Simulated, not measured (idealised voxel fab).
process module | voxel tone inversion
cross-section cut | 300 nm wide | cells 5 nm
A cross-section is a grid of square cells, given in bands from the top down. A band is one or more rows of cells.
Each band's line starts with the height of the band's top and of its bottom, in nm. Then come its materials from left to right, each with its width in nm. One material with "throughout" fills the band from edge to edge. "air" is empty space.
Height 0 is the level under which the wafer as received is all one material. The lowest band goes on downwards, as in "0 down".
A width such as "30 to 40" changes by the same amount from each row of cells to the next, from the band's top row to its bottom row.
"no change" after a step means that no cell of the cross-section changed.
closed voids: empty space of 8 cells or more with no open way to the top, each as width x height at its distance from the left edge, in nm
after a step's settings: what the simulator itself notes on the step
overlay nm, on a step with a mask: how far to the right of its planned place the mask lay; to the left if negative
plan
1 op RECEIVE | material Si
2 op CONFORMAL_DEP | material SiN | thk nm 5
3 op DIRECTIONAL_DEP | material aC | thk nm 20
4 op PATTERN | tone cover | mask id POSTS | material resist | width nm 25 | pitch nm 45 | thk nm 25 | overlay nm 0
5 op DIRECTIONAL_ETCH | etch materials aC | depth nm 20
6 op STRIP | etch materials resist
7 op FILL_DEP | material SiO2 | thk nm 10
8 op CMP | height nm 25
9 op STRIP | etch materials aC
first wafer, as planned
as received, after step 1
  0 down: Si throughout
  closed voids: none
after step 2
  5 to 0: SiN throughout
  below 0: unchanged
after step 3
  25 to 5: aC throughout
  below 5: unchanged
after step 4
  50 to 25: air 70 | resist 25 | air 20 | resist 25 | air 20 | resist 25 | air 20 | resist 25 | air 70
  below 25: unchanged
after step 5
  30 to 25: air 70 | resist 25 | air 20 | resist 25 | air 20 | resist 25 | air 20 | resist 25 | air 70
  25 to 5: air 70 | aC 25 | air 20 | aC 25 | air 20 | aC 25 | air 20 | aC 25 | air 70
  below 5: unchanged
after step 6
  25 to 5: air 70 | aC 25 | air 20 | aC 25 | air 20 | aC 25 | air 20 | aC 25 | air 70
  below 5: unchanged
after step 7
  35 to 25: SiO2 throughout
  25 to 5: SiO2 70 | aC 25 | SiO2 20 | aC 25 | SiO2 20 | aC 25 | SiO2 20 | aC 25 | SiO2 70
  below 5: unchanged
after step 8
  25 to 5: SiO2 70 | aC 25 | SiO2 20 | aC 25 | SiO2 20 | aC 25 | SiO2 20 | aC 25 | SiO2 70
  below 5: unchanged
after step 9
  25 to 5: SiO2 70 | air 25 | SiO2 20 | air 25 | SiO2 20 | air 25 | SiO2 20 | air 25 | SiO2 70
  below 5: unchanged
second wafer: like start, like plan, one mistake. Through step 6 it matches the first wafer
when step 7 should have ended
  45 to 25: SiO2 throughout
  25 to 5: SiO2 70 | aC 25 | SiO2 20 | aC 25 | SiO2 20 | aC 25 | SiO2 20 | aC 25 | SiO2 70
  below 5: unchanged
when step 8 should have ended
  25 to 5: SiO2 70 | aC 25 | SiO2 20 | aC 25 | SiO2 20 | aC 25 | SiO2 20 | aC 25 | SiO2 70
  below 5: unchanged
when step 9 should have ended
  25 to 5: SiO2 70 | air 25 | SiO2 20 | air 25 | SiO2 20 | air 25 | SiO2 20 | air 25 | SiO2 70
  below 5: unchanged
what went wrong: step 7 was run twice
at the end the two cross-sections are the same: no effect in what this model computes
